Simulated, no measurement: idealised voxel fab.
The process module that follows is named voxel wiring stack.
FYI the section here is cut, 160 nm wide, cells are 5 nm squares.
A cross-section in this document is a grid of square cells, and it is written down as bands, the top band listed before the ones below it; a band is made up of one or more rows of cells. What a band's entry tells you: where the top is and where the bottom is, as heights in nm, and after that what lies inside, material by material from left to right, each with its width in nm. Empty space is written as the word "air", and a single material marked with the word "edge to edge" occupies the band from edge to edge. Convention: height 0 is the level below which the wafer, as received, is all one material. The lowest band does not terminate at the bottom but continues downward, represented as "from 0 down". Per-row width for "30..40": begins at first number (top row of band), ends at second number (bottom row), increment between rows held constant. "nothing different" (step): cross-section cells unchanged, all of them. "Closed void listing" contains a list of empty spaces, each no smaller than 8 cells and without an open way to the top, written in the form width x height at distance with the distance from the left edge and all three in nm. Post-settings text on a step line: simulator's own remark regarding the step. overlay nm: on a step with a mask, how far right of its planned place the mask lay; negative means left.

## Process steps - plan
- 1: RECEIVE with material Si
- 2: CONFORMAL_DEP with material SiO2, thk nm 15
- 3: DIRECTIONAL_DEP with material TiN, thk nm 5
- 4: DIRECTIONAL_DEP with material Ru, thk nm 20
- 5: DIRECTIONAL_DEP with material aC, thk nm 15
- 6: PATTERN with tone cover, mask id METAL_1, material resist, width nm 20, pitch nm 35, thk nm 35, overlay nm 0
- 7: DIRECTIONAL_ETCH with etch materials aC, depth nm 15
- 8: STRIP with etch materials resist
- 9: DIRECTIONAL_ETCH with etch materials Ru, depth nm 20
- 10: DIRECTIONAL_ETCH with etch materials TiN, depth nm 5
- 11: STRIP with etch materials aC
- 12: CONFORMAL_DEP with material SiCN, thk nm 5
- 13: FILL_DEP with material SiO2, thk nm 10
- 14: CMP with height nm 40
- 15: CONFORMAL_DEP with material SiCN, thk nm 5
- 16: DIRECTIONAL_DEP with material lowk, thk nm 30
- 17: MASKED_ETCH with tone open, mask id METAL_2, width nm 20, pitch nm 35, etch materials lowk, depth nm 20, overlay nm 0
- 18: DIRECTIONAL_DEP with material aC, thk nm 10
- 19: PATTERN with tone open, mask id METAL_2_HOLES, material resist, width nm 15, pitch nm 70, thk nm 30, overlay nm 0
- 20: DIRECTIONAL_ETCH with etch materials aC, depth nm 10
- 21: STRIP with etch materials resist
- 22: DIRECTIONAL_ETCH with etch materials lowk, depth nm 10
- 23: DIRECTIONAL_ETCH with etch materials SiCN, depth nm 5
- 24: STRIP with etch materials aC
- 25: CONFORMAL_DEP with material TiN, thk nm 5
- 26: FILL_DEP with material Cu, thk nm 10
- 27: CMP with height nm 75
- 28: CONFORMAL_DEP with material SiN, thk nm 5

## As received (post step 1): cross-section
from 0 down | Si edge to edge
Closed void listing: none

## End-of-module XS, first of two wafers, run as planned
from 80 to 75 | SiN edge to edge
from 75 to 60 | lowk 15 nm, then TiN 5 nm, then Cu 10 nm, then TiN 5 nm, then lowk 15 nm, then TiN 5 nm, then Cu 10 nm, then TiN 5 nm, then lowk 15 nm, then TiN 5 nm, then Cu 10 nm, then TiN 5 nm, then lowk 15 nm, then TiN 5 nm, then Cu 10 nm, then TiN 5 nm, then lowk 20 nm
from 60 to 55 | lowk 15 nm, then TiN 5 nm, then Cu 5 nm, then TiN 10 nm, then lowk 15 nm, then TiN 20 nm, then lowk 15 nm, then TiN 5 nm, then Cu 5 nm, then TiN 10 nm, then lowk 15 nm, then TiN 20 nm, then lowk 20 nm
from 55 to 45 | lowk 15 nm, then TiN 5 nm, then Cu 5 nm, then TiN 5 nm, then lowk 55 nm, then TiN 5 nm, then Cu 5 nm, then TiN 5 nm, then lowk 60 nm
from 45 to 40 | SiCN 15 nm, then TiN 15 nm, then SiCN 55 nm, then TiN 15 nm, then SiCN 60 nm
from 40 to 20 | SiO2 10 nm, then SiCN 5 nm, then Ru 20 nm, then SiCN 5 nm, then SiO2 5 nm, then SiCN 5 nm, then Ru 20 nm, then SiCN 5 nm, then SiO2 5 nm, then SiCN 5 nm, then Ru 20 nm, then SiCN 5 nm, then SiO2 5 nm, then SiCN 5 nm, then Ru 20 nm, then SiCN 5 nm, then SiO2 15 nm
from 20 to 15 | SiCN 15 nm, then TiN 20 nm, then SiCN 15 nm, then TiN 20 nm, then SiCN 15 nm, then TiN 20 nm, then SiCN 15 nm, then TiN 20 nm, then SiCN 20 nm
from 15 to 0 | SiO2 edge to edge
from 0 down | Si edge to edge
Closed void listing: none

## Cross-section, second wafer: same start as the first, same plan as the first, one mistake in running it; taken at the end of the module
from 80 to 75 | SiN edge to edge
from 75 to 65 | lowk 15 nm, then TiN 5..10 nm, then Cu 15..10 nm, then TiN 5 nm, then lowk 15 nm, then TiN 5 nm, then Cu 10 nm, then TiN 5 nm, then lowk 10 nm, then TiN 5..10 nm, then Cu 15..10 nm, then TiN 5 nm, then lowk 15 nm, then TiN 5 nm, then Cu 10 nm, then TiN 5 nm, then lowk 15 nm
from 65 to 60 | lowk 20 nm, then TiN 5 nm, then Cu 10 nm, then TiN 5 nm, then lowk 15 nm, then TiN 5 nm, then Cu 10 nm, then TiN 5 nm, then lowk 15 nm, then TiN 5 nm, then Cu 10 nm, then TiN 5 nm, then lowk 15 nm, then TiN 5 nm, then Cu 10 nm, then TiN 5 nm, then lowk 15 nm
from 60 to 55 | lowk 20 nm, then TiN 20 nm, then lowk 15 nm, then TiN 20 nm, then lowk 15 nm, then TiN 20 nm, then lowk 15 nm, then TiN 20 nm, then lowk 15 nm
from 55 to 45 | lowk 20 nm, then TiN 10 nm, then lowk 60 nm, then TiN 10 nm, then lowk 60 nm
from 45 to 40 | SiCN 20 nm, then TiN 10 nm, then SiCN 60 nm, then TiN 10 nm, then SiCN 60 nm
from 40 to 20 | SiO2 10 nm, then SiCN 5 nm, then Ru 20 nm, then SiCN 5 nm, then SiO2 5 nm, then SiCN 5 nm, then Ru 20 nm, then SiCN 5 nm, then SiO2 5 nm, then SiCN 5 nm, then Ru 20 nm, then SiCN 5 nm, then SiO2 5 nm, then SiCN 5 nm, then Ru 20 nm, then SiCN 5 nm, then SiO2 15 nm
from 20 to 15 | SiCN 15 nm, then TiN 20 nm, then SiCN 15 nm, then TiN 20 nm, then SiCN 15 nm, then TiN 20 nm, then SiCN 15 nm, then TiN 20 nm, then SiCN 20 nm
from 15 to 0 | SiO2 edge to edge
from 0 down | Si edge to edge
Closed void listing: none
In executing the process, a mistake was made relative to the plan: step 17 was not run as planned; what actually ran was MASKED_ETCH with tone open, mask id METAL_2, width nm 20, pitch nm 35, etch materials lowk, depth nm 20, overlay nm 5
Bottom line after processing is that, in cells, the second wafer is up or down on some materials versus the first: Cu -4, SiCN +2, TiN +2
